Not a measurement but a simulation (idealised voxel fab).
process module | voxel trench capacitor
cross-section cut | 255 nm wide | cells 5 nm
A cross-section is a grid of square cells, given in bands from the top down. A band is one or more rows of cells.
Each band's line starts with the height of the band's top and of its bottom, in nm. Then come its materials from left to right, each with its width in nm. One material with "throughout" fills the band from edge to edge. "air" is empty space.
Height 0 is the level under which the wafer as received is all one material. The lowest band goes on downwards, as in "0 down".
A width such as "30 to 40" changes by the same amount from each row of cells to the next, from the band's top row to its bottom row.
"no change" after a step means that no cell of the cross-section changed.
closed voids: empty space of 8 cells or more with no open way to the top, each as width x height at its distance from the left edge, in nm
after a step's settings: what the simulator itself notes on the step
overlay nm, on a step with a mask: how far to the right of its planned place the mask lay; to the left if negative
Each pair below shows a cross-section before one step and the cross-section after it, down to the lowest band that changed. The line under each pair gives the step between them, with its settings. The pairs can come from different runs of this module on the same starting wafer, so a pair continues from the pair above only where its "before" says so.
before
  0 down: Si throughout
  closed voids: none
after
  5 to 0: SiN throughout
  below 0: unchanged
  closed voids: none
the step between: op CONFORMAL_DEP | material SiN | thk nm 5
before: the cross-section after the pair above
after
  25 to 5: resist 65 | air 25 | resist 25 | air 25 | resist 25 | air 25 | resist 65
  below 5: unchanged
  closed voids: none
the step between: op PATTERN | tone open | mask id TRENCH | material resist | width nm 25 | pitch nm 50 | thk nm 20 | overlay nm 0
before: the cross-section after the pair above
after
  25 to 5: resist 65 | air 25 | resist 25 | air 25 | resist 25 | air 25 | resist 65
  5 to 0: SiN 65 | air 25 | SiN 25 | air 25 | SiN 25 | air 25 | SiN 65
  below 0: unchanged
  closed voids: none
the step between: op DIRECTIONAL_ETCH | etch materials SiN | depth nm 5
before: the cross-section after the pair above
after
  25 to 5: resist 65 | air 25 | resist 25 | air 25 | resist 25 | air 25 | resist 65
  5 to 0: SiN 65 | air 25 | SiN 25 | air 25 | SiN 25 | air 25 | SiN 65
  0 to -30: Si 65 | air 25 | Si 25 | air 25 | Si 25 | air 25 | Si 65
  below -30: unchanged
  closed voids: none
the step between: op DIRECTIONAL_ETCH | etch materials Si | depth nm 30
before: the cross-section after the pair above
after
  5 to 0: SiN 65 | air 25 | SiN 25 | air 25 | SiN 25 | air 25 | SiN 65
  below 0: unchanged
  closed voids: none
the step between: op STRIP | etch materials resist
before: the cross-section after the pair above
after
  10 to 5: HfO2 70 | air 15 | HfO2 35 | air 15 | HfO2 35 | air 15 | HfO2 70
  5 to 0: SiN 65 | HfO2 5 | air 15 | HfO2 5 | SiN 25 | HfO2 5 | air 15 | HfO2 5 | SiN 25 | HfO2 5 | air 15 | HfO2 5 | SiN 65
  0 to -25: Si 65 | HfO2 5 | air 15 | HfO2 5 | Si 25 | HfO2 5 | air 15 | HfO2 5 | Si 25 | HfO2 5 | air 15 | HfO2 5 | Si 65
  -25 to -30: Si 65 | HfO2 25 | Si 25 | HfO2 25 | Si 25 | HfO2 25 | Si 65
  below -30: unchanged
  closed voids: none
the step between: op CONFORMAL_DEP | material HfO2 | thk nm 5
before: the cross-section after the pair above
after
  15 to 10: TiN 75 | air 5 | TiN 45 | air 5 | TiN 45 | air 5 | TiN 75
  10 to 5: HfO2 70 | TiN 5 | air 5 | TiN 5 | HfO2 35 | TiN 5 | air 5 | TiN 5 | HfO2 35 | TiN 5 | air 5 | TiN 5 | HfO2 70
  5 to 0: SiN 65 | HfO2 5 | TiN 5 | air 5 | TiN 5 | HfO2 5 | SiN 25 | HfO2 5 | TiN 5 | air 5 | TiN 5 | HfO2 5 | SiN 25 | HfO2 5 | TiN 5 | air 5 | TiN 5 | HfO2 5 | SiN 65
  0 to -20: Si 65 | HfO2 5 | TiN 5 | air 5 | TiN 5 | HfO2 5 | Si 25 | HfO2 5 | TiN 5 | air 5 | TiN 5 | HfO2 5 | Si 25 | HfO2 5 | TiN 5 | air 5 | TiN 5 | HfO2 5 | Si 65
  -20 to -25: Si 65 | HfO2 5 | TiN 15 | HfO2 5 | Si 25 | HfO2 5 | TiN 15 | HfO2 5 | Si 25 | HfO2 5 | TiN 15 | HfO2 5 | Si 65
  below -25: unchanged
  closed voids: none
the step between: op CONFORMAL_DEP | material TiN | thk nm 5
before: the cross-section after the pair above
after
  25 to 15: W throughout
  15 to 10: TiN 75 | W 5 | TiN 45 | W 5 | TiN 45 | W 5 | TiN 75
  10 to 5: HfO2 70 | TiN 5 | W 5 | TiN 5 | HfO2 35 | TiN 5 | W 5 | TiN 5 | HfO2 35 | TiN 5 | W 5 | TiN 5 | HfO2 70
  5 to 0: SiN 65 | HfO2 5 | TiN 5 | W 5 | TiN 5 | HfO2 5 | SiN 25 | HfO2 5 | TiN 5 | W 5 | TiN 5 | HfO2 5 | SiN 25 | HfO2 5 | TiN 5 | W 5 | TiN 5 | HfO2 5 | SiN 65
  0 to -20: Si 65 | HfO2 5 | TiN 5 | W 5 | TiN 5 | HfO2 5 | Si 25 | HfO2 5 | TiN 5 | W 5 | TiN 5 | HfO2 5 | Si 25 | HfO2 5 | TiN 5 | W 5 | TiN 5 | HfO2 5 | Si 65
  below -20: unchanged
  closed voids: none
the step between: op FILL_DEP | material W | thk nm 10
before: the cross-section after the pair above
after
  5 to 0: SiN 65 | HfO2 5 | TiN 5 | W 5 | TiN 5 | HfO2 5 | SiN 25 | HfO2 5 | TiN 5 | W 5 | TiN 5 | HfO2 5 | SiN 25 | HfO2 5 | TiN 5 | W 5 | TiN 5 | HfO2 5 | SiN 65
  below 0: unchanged
  closed voids: none
the step between: op CMP | height nm 5
before
  25 to 5: resist 65 | air 25 | resist 25 | air 25 | resist 25 | air 25 | resist 65
  5 to 0: SiN 65 | air 25 | SiN 25 | air 25 | SiN 25 | air 25 | SiN 65
  0 to -30: Si 65 | air 25 | Si 25 | air 25 | Si 25 | air 25 | Si 65
  -30 down: Si throughout
  closed voids: none
after
  25 to 5: resist 65 | air 25 | resist 25 | air 25 | resist 25 | air 25 | resist 65
  5 to 0: SiN 65 | air 25 | SiN 25 | air 25 | SiN 25 | air 25 | SiN 65
  0 to -60: Si 65 | air 25 | Si 25 | air 25 | Si 25 | air 25 | Si 65
  below -60: unchanged
  closed voids: none
the step between: op DIRECTIONAL_ETCH | etch materials Si | depth nm 30
before: the cross-section after the pair above
after
  5 to 0: SiN 65 | air 25 | SiN 25 | air 25 | SiN 25 | air 25 | SiN 65
  below 0: unchanged
  closed voids: none
the step between: op STRIP | etch materials resist
before: the cross-section after the pair above
after
  10 to 5: HfO2 70 | air 15 | HfO2 35 | air 15 | HfO2 35 | air 15 | HfO2 70
  5 to 0: SiN 65 | HfO2 5 | air 15 | HfO2 5 | SiN 25 | HfO2 5 | air 15 | HfO2 5 | SiN 25 | HfO2 5 | air 15 | HfO2 5 | SiN 65
  0 to -55: Si 65 | HfO2 5 | air 15 | HfO2 5 | Si 25 | HfO2 5 | air 15 | HfO2 5 | Si 25 | HfO2 5 | air 15 | HfO2 5 | Si 65
  -55 to -60: Si 65 | HfO2 25 | Si 25 | HfO2 25 | Si 25 | HfO2 25 | Si 65
  below -60: unchanged
  closed voids: none
the step between: op CONFORMAL_DEP | material HfO2 | thk nm 5
before: the cross-section after the pair above
after
  15 to 10: TiN 75 | air 5 | TiN 45 | air 5 | TiN 45 | air 5 | TiN 75
  10 to 5: HfO2 70 | TiN 5 | air 5 | TiN 5 | HfO2 35 | TiN 5 | air 5 | TiN 5 | HfO2 35 | TiN 5 | air 5 | TiN 5 | HfO2 70
  5 to 0: SiN 65 | HfO2 5 | TiN 5 | air 5 | TiN 5 | HfO2 5 | SiN 25 | HfO2 5 | TiN 5 | air 5 | TiN 5 | HfO2 5 | SiN 25 | HfO2 5 | TiN 5 | air 5 | TiN 5 | HfO2 5 | SiN 65
  0 to -50: Si 65 | HfO2 5 | TiN 5 | air 5 | TiN 5 | HfO2 5 | Si 25 | HfO2 5 | TiN 5 | air 5 | TiN 5 | HfO2 5 | Si 25 | HfO2 5 | TiN 5 | air 5 | TiN 5 | HfO2 5 | Si 65
  -50 to -55: Si 65 | HfO2 5 | TiN 15 | HfO2 5 | Si 25 | HfO2 5 | TiN 15 | HfO2 5 | Si 25 | HfO2 5 | TiN 15 | HfO2 5 | Si 65
  below -55: unchanged
  closed voids: none
the step between: op CONFORMAL_DEP | material TiN | thk nm 5
before: the cross-section after the pair above
after
  25 to 15: W throughout
  15 to 10: TiN 75 | W 5 | TiN 45 | W 5 | TiN 45 | W 5 | TiN 75
  10 to 5: HfO2 70 | TiN 5 | W 5 | TiN 5 | HfO2 35 | TiN 5 | W 5 | TiN 5 | HfO2 35 | TiN 5 | W 5 | TiN 5 | HfO2 70
  5 to 0: SiN 65 | HfO2 5 | TiN 5 | W 5 | TiN 5 | HfO2 5 | SiN 25 | HfO2 5 | TiN 5 | W 5 | TiN 5 | HfO2 5 | SiN 25 | HfO2 5 | TiN 5 | W 5 | TiN 5 | HfO2 5 | SiN 65
  0 to -50: Si 65 | HfO2 5 | TiN 5 | W 5 | TiN 5 | HfO2 5 | Si 25 | HfO2 5 | TiN 5 | W 5 | TiN 5 | HfO2 5 | Si 25 | HfO2 5 | TiN 5 | W 5 | TiN 5 | HfO2 5 | Si 65
  below -50: unchanged
  closed voids: none
the step between: op FILL_DEP | material W | thk nm 10
before: the cross-section after the pair above
after
  5 to 0: SiN 65 | HfO2 5 | TiN 5 | W 5 | TiN 5 | HfO2 5 | SiN 25 | HfO2 5 | TiN 5 | W 5 | TiN 5 | HfO2 5 | SiN 25 | HfO2 5 | TiN 5 | W 5 | TiN 5 | HfO2 5 | SiN 65
  below 0: unchanged
  closed voids: none
the step between: op CMP | height nm 5
before
  5 to 0: SiN 65 | air 25 | SiN 25 | air 25 | SiN 25 | air 25 | SiN 65
  0 to -30: Si 65 | air 25 | Si 25 | air 25 | Si 25 | air 25 | Si 65
  -30 down: Si throughout
  closed voids: none
after
  10 to 5: TiN 70 | air 15 | TiN 35 | air 15 | TiN 35 | air 15 | TiN 70
  5 to 0: SiN 65 | TiN 5 | air 15 | TiN 5 | SiN 25 | TiN 5 | air 15 | TiN 5 | SiN 25 | TiN 5 | air 15 | TiN 5 | SiN 65
  0 to -25: Si 65 | TiN 5 | air 15 | TiN 5 | Si 25 | TiN 5 | air 15 | TiN 5 | Si 25 | TiN 5 | air 15 | TiN 5 | Si 65
  -25 to -30: Si 65 | TiN 25 | Si 25 | TiN 25 | Si 25 | TiN 25 | Si 65
  below -30: unchanged
  closed voids: none
the step between: op CONFORMAL_DEP | material TiN | thk nm 5
before: the cross-section after the pair above
after
  15 to 10: HfO2 75 | air 5 | HfO2 45 | air 5 | HfO2 45 | air 5 | HfO2 75
  10 to 5: TiN 70 | HfO2 5 | air 5 | HfO2 5 | TiN 35 | HfO2 5 | air 5 | HfO2 5 | TiN 35 | HfO2 5 | air 5 | HfO2 5 | TiN 70
  5 to 0: SiN 65 | TiN 5 | HfO2 5 | air 5 | HfO2 5 | TiN 5 | SiN 25 | TiN 5 | HfO2 5 | air 5 | HfO2 5 | TiN 5 | SiN 25 | TiN 5 | HfO2 5 | air 5 | HfO2 5 | TiN 5 | SiN 65
  0 to -20: Si 65 | TiN 5 | HfO2 5 | air 5 | HfO2 5 | TiN 5 | Si 25 | TiN 5 | HfO2 5 | air 5 | HfO2 5 | TiN 5 | Si 25 | TiN 5 | HfO2 5 | air 5 | HfO2 5 | TiN 5 | Si 65
  -20 to -25: Si 65 | TiN 5 | HfO2 15 | TiN 5 | Si 25 | TiN 5 | HfO2 15 | TiN 5 | Si 25 | TiN 5 | HfO2 15 | TiN 5 | Si 65
  below -25: unchanged
  closed voids: none
the step between: op CONFORMAL_DEP | material HfO2 | thk nm 5
before: the cross-section after the pair above
after
  25 to 15: W throughout
  15 to 10: HfO2 75 | W 5 | HfO2 45 | W 5 | HfO2 45 | W 5 | HfO2 75
  10 to 5: TiN 70 | HfO2 5 | W 5 | HfO2 5 | TiN 35 | HfO2 5 | W 5 | HfO2 5 | TiN 35 | HfO2 5 | W 5 | HfO2 5 | TiN 70
  5 to 0: SiN 65 | TiN 5 | HfO2 5 | W 5 | HfO2 5 | TiN 5 | SiN 25 | TiN 5 | HfO2 5 | W 5 | HfO2 5 | TiN 5 | SiN 25 | TiN 5 | HfO2 5 | W 5 | HfO2 5 | TiN 5 | SiN 65
  0 to -20: Si 65 | TiN 5 | HfO2 5 | W 5 | HfO2 5 | TiN 5 | Si 25 | TiN 5 | HfO2 5 | W 5 | HfO2 5 | TiN 5 | Si 25 | TiN 5 | HfO2 5 | W 5 | HfO2 5 | TiN 5 | Si 65
  below -20: unchanged
  closed voids: none
the step between: op FILL_DEP | material W | thk nm 10
before: the cross-section after the pair above
after
  5 to 0: SiN 65 | TiN 5 | HfO2 5 | W 5 | HfO2 5 | TiN 5 | SiN 25 | TiN 5 | HfO2 5 | W 5 | HfO2 5 | TiN 5 | SiN 25 | TiN 5 | HfO2 5 | W 5 | HfO2 5 | TiN 5 | SiN 65
  below 0: unchanged
  closed voids: none
the step between: op CMP | height nm 5
before
  5 to 0: SiN 65 | air 25 | SiN 25 | air 25 | SiN 25 | air 25 | SiN 65
  0 to -30: Si 65 | air 25 | Si 25 | air 25 | Si 25 | air 25 | Si 65
  -30 down: Si throughout
  closed voids: none
after
  20 to 5: HfO2 throughout
  5 to 0: SiN 65 | HfO2 25 | SiN 25 | HfO2 25 | SiN 25 | HfO2 25 | SiN 65
  0 to -30: Si 65 | HfO2 25 | Si 25 | HfO2 25 | Si 25 | HfO2 25 | Si 65
  below -30: unchanged
  closed voids: none
the step between: op CONFORMAL_DEP | material HfO2 | thk nm 15
before: the cross-section after the pair above
after
  25 to 20: TiN throughout
  below 20: unchanged
  closed voids: none
the step between: op CONFORMAL_DEP | material TiN | thk nm 5
before: the cross-section after the pair above
after
  35 to 25: W throughout
  below 25: unchanged
  closed voids: none
the step between: op FILL_DEP | material W | thk nm 10
before: the cross-section after the pair above
after
  5 to 0: SiN 65 | HfO2 25 | SiN 25 | HfO2 25 | SiN 25 | HfO2 25 | SiN 65
  below 0: unchanged
  closed voids: none
the step between: op CMP | height nm 5
before
  5 to 0: SiN throughout
  0 down: Si throughout
  closed voids: none
after
  25 to 5: resist 70 | air 20 | resist 30 | air 20 | resist 30 | air 20 | resist 65
  below 5: unchanged
  closed voids: none
the step between: op PATTERN | tone open | mask id TRENCH | material resist | width nm 20 | pitch nm 50 | thk nm 20 | overlay nm 0
before: the cross-section after the pair above
after
  25 to 5: resist 70 | air 20 | resist 30 | air 20 | resist 30 | air 20 | resist 65
  5 to 0: SiN 70 | air 20 | SiN 30 | air 20 | SiN 30 | air 20 | SiN 65
  below 0: unchanged
  closed voids: none
the step between: op DIRECTIONAL_ETCH | etch materials SiN | depth nm 5
before: the cross-section after the pair above
after
  25 to 5: resist 70 | air 20 | resist 30 | air 20 | resist 30 | air 20 | resist 65
  5 to 0: SiN 70 | air 20 | SiN 30 | air 20 | SiN 30 | air 20 | SiN 65
  0 to -30: Si 70 | air 20 | Si 30 | air 20 | Si 30 | air 20 | Si 65
  below -30: unchanged
  closed voids: none
the step between: op DIRECTIONAL_ETCH | etch materials Si | depth nm 30
before: the cross-section after the pair above
after
  5 to 0: SiN 70 | air 20 | SiN 30 | air 20 | SiN 30 | air 20 | SiN 65
  below 0: unchanged
  closed voids: none
the step between: op STRIP | etch materials resist
before: the cross-section after the pair above
after
  10 to 5: HfO2 75 | air 10 | HfO2 40 | air 10 | HfO2 40 | air 10 | HfO2 70
  5 to 0: SiN 70 | HfO2 5 | air 10 | HfO2 5 | SiN 30 | HfO2 5 | air 10 | HfO2 5 | SiN 30 | HfO2 5 | air 10 | HfO2 5 | SiN 65
  0 to -25: Si 70 | HfO2 5 | air 10 | HfO2 5 | Si 30 | HfO2 5 | air 10 | HfO2 5 | Si 30 | HfO2 5 | air 10 | HfO2 5 | Si 65
  -25 to -30: Si 70 | HfO2 20 | Si 30 | HfO2 20 | Si 30 | HfO2 20 | Si 65
  below -30: unchanged
  closed voids: none
the step between: op CONFORMAL_DEP | material HfO2 | thk nm 5
before: the cross-section after the pair above
after
  15 to 10: TiN throughout
  10 to 5: HfO2 75 | TiN 10 | HfO2 40 | TiN 10 | HfO2 40 | TiN 10 | HfO2 70
  5 to 0: SiN 70 | HfO2 5 | TiN 10 | HfO2 5 | SiN 30 | HfO2 5 | TiN 10 | HfO2 5 | SiN 30 | HfO2 5 | TiN 10 | HfO2 5 | SiN 65
  0 to -25: Si 70 | HfO2 5 | TiN 10 | HfO2 5 | Si 30 | HfO2 5 | TiN 10 | HfO2 5 | Si 30 | HfO2 5 | TiN 10 | HfO2 5 | Si 65
  below -25: unchanged
  closed voids: none
the step between: op CONFORMAL_DEP | material TiN | thk nm 5
before: the cross-section after the pair above
after
  25 to 15: W throughout
  below 15: unchanged
  closed voids: none
the step between: op FILL_DEP | material W | thk nm 10
before: the cross-section after the pair above
after
  5 to 0: SiN 70 | HfO2 5 | TiN 10 | HfO2 5 | SiN 30 | HfO2 5 | TiN 10 | HfO2 5 | SiN 30 | HfO2 5 | TiN 10 | HfO2 5 | SiN 65
  below 0: unchanged
  closed voids: none
the step between: op CMP | height nm 5
before
  5 to 0: SiN throughout
  0 down: Si throughout
  closed voids: none
after
  25 to 5: resist 75 | air 25 | resist 25 | air 25 | resist 25 | air 25 | resist 55
  below 5: unchanged
  closed voids: none
the step between: op PATTERN | tone open | mask id TRENCH | material resist | width nm 25 | pitch nm 50 | thk nm 20 | overlay nm 10
before: the cross-section after the pair above
after
  25 to 5: resist 75 | air 25 | resist 25 | air 25 | resist 25 | air 25 | resist 55
  5 to 0: SiN 75 | air 25 | SiN 25 | air 25 | SiN 25 | air 25 | SiN 55
  below 0: unchanged
  closed voids: none
the step between: op DIRECTIONAL_ETCH | etch materials SiN | depth nm 5
before: the cross-section after the pair above
after
  25 to 5: resist 75 | air 25 | resist 25 | air 25 | resist 25 | air 25 | resist 55
  5 to 0: SiN 75 | air 25 | SiN 25 | air 25 | SiN 25 | air 25 | SiN 55
  0 to -30: Si 75 | air 25 | Si 25 | air 25 | Si 25 | air 25 | Si 55
  below -30: unchanged
  closed voids: none
the step between: op DIRECTIONAL_ETCH | etch materials Si | depth nm 30
before: the cross-section after the pair above
after
  5 to 0: SiN 75 | air 25 | SiN 25 | air 25 | SiN 25 | air 25 | SiN 55
  below 0: unchanged
  closed voids: none
the step between: op STRIP | etch materials resist
before: the cross-section after the pair above
after
  10 to 5: HfO2 80 | air 15 | HfO2 35 | air 15 | HfO2 35 | air 15 | HfO2 60
  5 to 0: SiN 75 | HfO2 5 | air 15 | HfO2 5 | SiN 25 | HfO2 5 | air 15 | HfO2 5 | SiN 25 | HfO2 5 | air 15 | HfO2 5 | SiN 55
  0 to -25: Si 75 | HfO2 5 | air 15 | HfO2 5 | Si 25 | HfO2 5 | air 15 | HfO2 5 | Si 25 | HfO2 5 | air 15 | HfO2 5 | Si 55
  -25 to -30: Si 75 | HfO2 25 | Si 25 | HfO2 25 | Si 25 | HfO2 25 | Si 55
  below -30: unchanged
  closed voids: none
the step between: op CONFORMAL_DEP | material HfO2 | thk nm 5
before: the cross-section after the pair above
after
  15 to 10: TiN 85 | air 5 | TiN 45 | air 5 | TiN 45 | air 5 | TiN 65
  10 to 5: HfO2 80 | TiN 5 | air 5 | TiN 5 | HfO2 35 | TiN 5 | air 5 | TiN 5 | HfO2 35 | TiN 5 | air 5 | TiN 5 | HfO2 60
  5 to 0: SiN 75 | HfO2 5 | TiN 5 | air 5 | TiN 5 | HfO2 5 | SiN 25 | HfO2 5 | TiN 5 | air 5 | TiN 5 | HfO2 5 | SiN 25 | HfO2 5 | TiN 5 | air 5 | TiN 5 | HfO2 5 | SiN 55
  0 to -20: Si 75 | HfO2 5 | TiN 5 | air 5 | TiN 5 | HfO2 5 | Si 25 | HfO2 5 | TiN 5 | air 5 | TiN 5 | HfO2 5 | Si 25 | HfO2 5 | TiN 5 | air 5 | TiN 5 | HfO2 5 | Si 55
  -20 to -25: Si 75 | HfO2 5 | TiN 15 | HfO2 5 | Si 25 | HfO2 5 | TiN 15 | HfO2 5 | Si 25 | HfO2 5 | TiN 15 | HfO2 5 | Si 55
  below -25: unchanged
  closed voids: none
the step between: op CONFORMAL_DEP | material TiN | thk nm 5
before: the cross-section after the pair above
after
  25 to 15: W throughout
  15 to 10: TiN 85 | W 5 | TiN 45 | W 5 | TiN 45 | W 5 | TiN 65
  10 to 5: HfO2 80 | TiN 5 | W 5 | TiN 5 | HfO2 35 | TiN 5 | W 5 | TiN 5 | HfO2 35 | TiN 5 | W 5 | TiN 5 | HfO2 60
  5 to 0: SiN 75 | HfO2 5 | TiN 5 | W 5 | TiN 5 | HfO2 5 | SiN 25 | HfO2 5 | TiN 5 | W 5 | TiN 5 | HfO2 5 | SiN 25 | HfO2 5 | TiN 5 | W 5 | TiN 5 | HfO2 5 | SiN 55
  0 to -20: Si 75 | HfO2 5 | TiN 5 | W 5 | TiN 5 | HfO2 5 | Si 25 | HfO2 5 | TiN 5 | W 5 | TiN 5 | HfO2 5 | Si 25 | HfO2 5 | TiN 5 | W 5 | TiN 5 | HfO2 5 | Si 55
  below -20: unchanged
  closed voids: none
the step between: op FILL_DEP | material W | thk nm 10
before: the cross-section after the pair above
after
  5 to 0: SiN 75 | HfO2 5 | TiN 5 | W 5 | TiN 5 | HfO2 5 | SiN 25 | HfO2 5 | TiN 5 | W 5 | TiN 5 | HfO2 5 | SiN 25 | HfO2 5 | TiN 5 | W 5 | TiN 5 | HfO2 5 | SiN 55
  below 0: unchanged
  closed voids: none
the step between: op CMP | height nm 5
before
  10 to 5: HfO2 70 | air 15 | HfO2 35 | air 15 | HfO2 35 | air 15 | HfO2 70
  5 to 0: SiN 65 | HfO2 5 | air 15 | HfO2 5 | SiN 25 | HfO2 5 | air 15 | HfO2 5 | SiN 25 | HfO2 5 | air 15 | HfO2 5 | SiN 65
  0 to -25: Si 65 | HfO2 5 | air 15 | HfO2 5 | Si 25 | HfO2 5 | air 15 | HfO2 5 | Si 25 | HfO2 5 | air 15 | HfO2 5 | Si 65
  -25 to -30: Si 65 | HfO2 25 | Si 25 | HfO2 25 | Si 25 | HfO2 25 | Si 65
  -30 down: Si throughout
  closed voids: none
after
  15 to 10: SiN 75 | air 5 | SiN 45 | air 5 | SiN 45 | air 5 | SiN 75
  10 to 5: HfO2 70 | SiN 5 | air 5 | SiN 5 | HfO2 35 | SiN 5 | air 5 | SiN 5 | HfO2 35 | SiN 5 | air 5 | SiN 5 | HfO2 70
  5 to 0: SiN 65 | HfO2 5 | SiN 5 | air 5 | SiN 5 | HfO2 5 | SiN 25 | HfO2 5 | SiN 5 | air 5 | SiN 5 | HfO2 5 | SiN 25 | HfO2 5 | SiN 5 | air 5 | SiN 5 | HfO2 5 | SiN 65
  0 to -20: Si 65 | HfO2 5 | SiN 5 | air 5 | SiN 5 | HfO2 5 | Si 25 | HfO2 5 | SiN 5 | air 5 | SiN 5 | HfO2 5 | Si 25 | HfO2 5 | SiN 5 | air 5 | SiN 5 | HfO2 5 | Si 65
  -20 to -25: Si 65 | HfO2 5 | SiN 15 | HfO2 5 | Si 25 | HfO2 5 | SiN 15 | HfO2 5 | Si 25 | HfO2 5 | SiN 15 | HfO2 5 | Si 65
  below -25: unchanged
  closed voids: none
the step between: op CONFORMAL_DEP | material SiN | thk nm 5
before: the cross-section after the pair above
after
  25 to 15: W throughout
  15 to 10: SiN 75 | W 5 | SiN 45 | W 5 | SiN 45 | W 5 | SiN 75
  10 to 5: HfO2 70 | SiN 5 | W 5 | SiN 5 | HfO2 35 | SiN 5 | W 5 | SiN 5 | HfO2 35 | SiN 5 | W 5 | SiN 5 | HfO2 70
  5 to 0: SiN 65 | HfO2 5 | SiN 5 | W 5 | SiN 5 | HfO2 5 | SiN 25 | HfO2 5 | SiN 5 | W 5 | SiN 5 | HfO2 5 | SiN 25 | HfO2 5 | SiN 5 | W 5 | SiN 5 | HfO2 5 | SiN 65
  0 to -20: Si 65 | HfO2 5 | SiN 5 | W 5 | SiN 5 | HfO2 5 | Si 25 | HfO2 5 | SiN 5 | W 5 | SiN 5 | HfO2 5 | Si 25 | HfO2 5 | SiN 5 | W 5 | SiN 5 | HfO2 5 | Si 65
  below -20: unchanged
  closed voids: none
the step between: op FILL_DEP | material W | thk nm 10
before: the cross-section after the pair above
after
  5 to 0: SiN 65 | HfO2 5 | SiN 5 | W 5 | SiN 5 | HfO2 5 | SiN 25 | HfO2 5 | SiN 5 | W 5 | SiN 5 | HfO2 5 | SiN 25 | HfO2 5 | SiN 5 | W 5 | SiN 5 | HfO2 5 | SiN 65
  below 0: unchanged
  closed voids: none
the step between: op CMP | height nm 5
before
  5 to 0: SiN throughout
  0 down: Si throughout
  closed voids: none
after
  25 to 5: air 65 | resist 25 | air 25 | resist 25 | air 25 | resist 25 | air 65
  below 5: unchanged
  closed voids: none
the step between: op PATTERN | tone cover | mask id TRENCH | material resist | width nm 25 | pitch nm 50 | thk nm 20 | overlay nm 0
before: the cross-section after the pair above
after
  25 to 5: air 65 | resist 25 | air 25 | resist 25 | air 25 | resist 25 | air 65
  5 to 0: air 65 | SiN 25 | air 25 | SiN 25 | air 25 | SiN 25 | air 65
  below 0: unchanged
  closed voids: none
the step between: op DIRECTIONAL_ETCH | etch materials SiN | depth nm 5
before: the cross-section after the pair above
after
  25 to 5: air 65 | resist 25 | air 25 | resist 25 | air 25 | resist 25 | air 65
  5 to 0: air 65 | SiN 25 | air 25 | SiN 25 | air 25 | SiN 25 | air 65
  0 to -30: air 65 | Si 25 | air 25 | Si 25 | air 25 | Si 25 | air 65
  below -30: unchanged
  closed voids: none
the step between: op DIRECTIONAL_ETCH | etch materials Si | depth nm 30
before: the cross-section after the pair above
after
  5 to 0: air 65 | SiN 25 | air 25 | SiN 25 | air 25 | SiN 25 | air 65
  below 0: unchanged
  closed voids: none
the step between: op STRIP | etch materials resist
before: the cross-section after the pair above
after
  10 to 5: air 60 | HfO2 35 | air 15 | HfO2 35 | air 15 | HfO2 35 | air 60
  5 to 0: air 60 | HfO2 5 | SiN 25 | HfO2 5 | air 15 | HfO2 5 | SiN 25 | HfO2 5 | air 15 | HfO2 5 | SiN 25 | HfO2 5 | air 60
  0 to -25: air 60 | HfO2 5 | Si 25 | HfO2 5 | air 15 | HfO2 5 | Si 25 | HfO2 5 | air 15 | HfO2 5 | Si 25 | HfO2 5 | air 60
  -25 to -30: HfO2 65 | Si 25 | HfO2 25 | Si 25 | HfO2 25 | Si 25 | HfO2 65
  below -30: unchanged
  closed voids: none
the step between: op CONFORMAL_DEP | material HfO2 | thk nm 5
before: the cross-section after the pair above
after
  15 to 10: air 55 | TiN 45 | air 5 | TiN 45 | air 5 | TiN 45 | air 55
  10 to 5: air 55 | TiN 5 | HfO2 35 | TiN 5 | air 5 | TiN 5 | HfO2 35 | TiN 5 | air 5 | TiN 5 | HfO2 35 | TiN 5 | air 55
  5 to 0: air 55 | TiN 5 | HfO2 5 | SiN 25 | HfO2 5 | TiN 5 | air 5 | TiN 5 | HfO2 5 | SiN 25 | HfO2 5 | TiN 5 | air 5 | TiN 5 | HfO2 5 | SiN 25 | HfO2 5 | TiN 5 | air 55
  0 to -20: air 55 | TiN 5 | HfO2 5 | Si 25 | HfO2 5 | TiN 5 | air 5 | TiN 5 | HfO2 5 | Si 25 | HfO2 5 | TiN 5 | air 5 | TiN 5 | HfO2 5 | Si 25 | HfO2 5 | TiN 5 | air 55
  -20 to -25: TiN 60 | HfO2 5 | Si 25 | HfO2 5 | TiN 15 | HfO2 5 | Si 25 | HfO2 5 | TiN 15 | HfO2 5 | Si 25 | HfO2 5 | TiN 60
  below -25: unchanged
  closed voids: none
the step between: op CONFORMAL_DEP | material TiN | thk nm 5
before: the cross-section after the pair above
after
  25 to 15: W throughout
  15 to 10: W 55 | TiN 45 | W 5 | TiN 45 | W 5 | TiN 45 | W 55
  10 to 5: W 55 | TiN 5 | HfO2 35 | TiN 5 | W 5 | TiN 5 | HfO2 35 | TiN 5 | W 5 | TiN 5 | HfO2 35 | TiN 5 | W 55
  5 to 0: W 55 | TiN 5 | HfO2 5 | SiN 25 | HfO2 5 | TiN 5 | W 5 | TiN 5 | HfO2 5 | SiN 25 | HfO2 5 | TiN 5 | W 5 | TiN 5 | HfO2 5 | SiN 25 | HfO2 5 | TiN 5 | W 55
  0 to -20: W 55 | TiN 5 | HfO2 5 | Si 25 | HfO2 5 | TiN 5 | W 5 | TiN 5 | HfO2 5 | Si 25 | HfO2 5 | TiN 5 | W 5 | TiN 5 | HfO2 5 | Si 25 | HfO2 5 | TiN 5 | W 55
  below -20: unchanged
  closed voids: none
the step between: op FILL_DEP | material W | thk nm 10
before: the cross-section after the pair above
after
  5 to 0: W 55 | TiN 5 | HfO2 5 | SiN 25 | HfO2 5 | TiN 5 | W 5 | TiN 5 | HfO2 5 | SiN 25 | HfO2 5 | TiN 5 | W 5 | TiN 5 | HfO2 5 | SiN 25 | HfO2 5 | TiN 5 | W 55
  below 0: unchanged
  closed voids: none
the step between: op CMP | height nm 5
